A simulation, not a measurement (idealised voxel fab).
This is a process module. Its name is voxel trench capacitor.
Cross-section cut spans 160 nm and uses square cells 5 nm in size.
A cross-section is written here as square cells arranged in a grid, and it is given in bands from the top down, each band taking up one or more rows of cells.
The entry gives the band's vertical extent as a top height and a bottom height in nm, then its horizontal make-up as materials from left to right, each with a width in nm. "air" stands for empty space; a single material marked "full width" fills the band edge to edge.
Where do heights start? At 0: under that level the wafer as delivered is made of one material only. And the lowest band has no floor; it just carries on downward, as in "0..down".
Per-row width for "30 to 40": begins at first number (top row of band), ends at second number (bottom row), increment between rows held constant.
It should be understood that the words "nothing different", when stated for a given step, signify that the cross-section underwent no change in any of its cells during that step.
Heads up: "Fully enclosed voids" only lists the empty pockets with no open path to the top that are 8 cells or more, and it writes them as width x height at distance, distance from the left edge, in nm.
Formally, on a step line, whatever follows the settings is a remark that the simulator itself makes on the step.
Steps that use a mask can have "overlay nm" on their line. It says how far the mask sat to the right of where it was meant to be. Negative means to the left.

This section lists the process steps that were planned:
1 RECEIVE: material Si
2 CONFORMAL_DEP: material SiN, thk nm 5
3 DIRECTIONAL_DEP: material aC, thk nm 15
4 PATTERN: tone open, mask id TRENCH, material resist, width nm 15, pitch nm 35, thk nm 30, overlay nm -15
5 DIRECTIONAL_ETCH: etch materials aC, depth nm 15
6 STRIP: etch materials resist
7 DIRECTIONAL_ETCH: etch materials SiN, depth nm 5
8 DIRECTIONAL_ETCH: etch materials Si, depth nm 25
9 STRIP: etch materials aC
10 CONFORMAL_DEP: material Al2O3, thk nm 5
11 FILL_DEP: material polySi, thk nm 5
12 CMP: height nm 5
For clarity, it should be stated that the wafers under discussion commence in an identical condition and differ with respect to the overlay nm of step 4, the plan indicating the value that the first wafer had.

As-received state after step 1, first of several wafers, cross-section:
- 0..down: Si full width
- Fully enclosed voids: none

wafer rows; end of module; cells per material since receipt: (+) gained, (-) lost; then closed voids:
overlay nm -15 | +26 Al2O3 | -30 Si | +26 SiN | +10 polySi | Fully enclosed voids: none
overlay nm -10 | +26 Al2O3 | -30 Si | +26 SiN | +10 polySi | Fully enclosed voids: none
overlay nm -5 | +26 Al2O3 | -30 Si | +26 SiN | +10 polySi | Fully enclosed voids: none
overlay nm 0 | +26 Al2O3 | -30 Si | +26 SiN | +10 polySi | Fully enclosed voids: none
overlay nm 5 | +26 Al2O3 | -30 Si | +26 SiN | +10 polySi | Fully enclosed voids: none
overlay nm 10 | +26 Al2O3 | -30 Si | +26 SiN | +10 polySi | Fully enclosed voids: none
overlay nm 15 | +26 Al2O3 | -30 Si | +26 SiN | +10 polySi | Fully enclosed voids: none
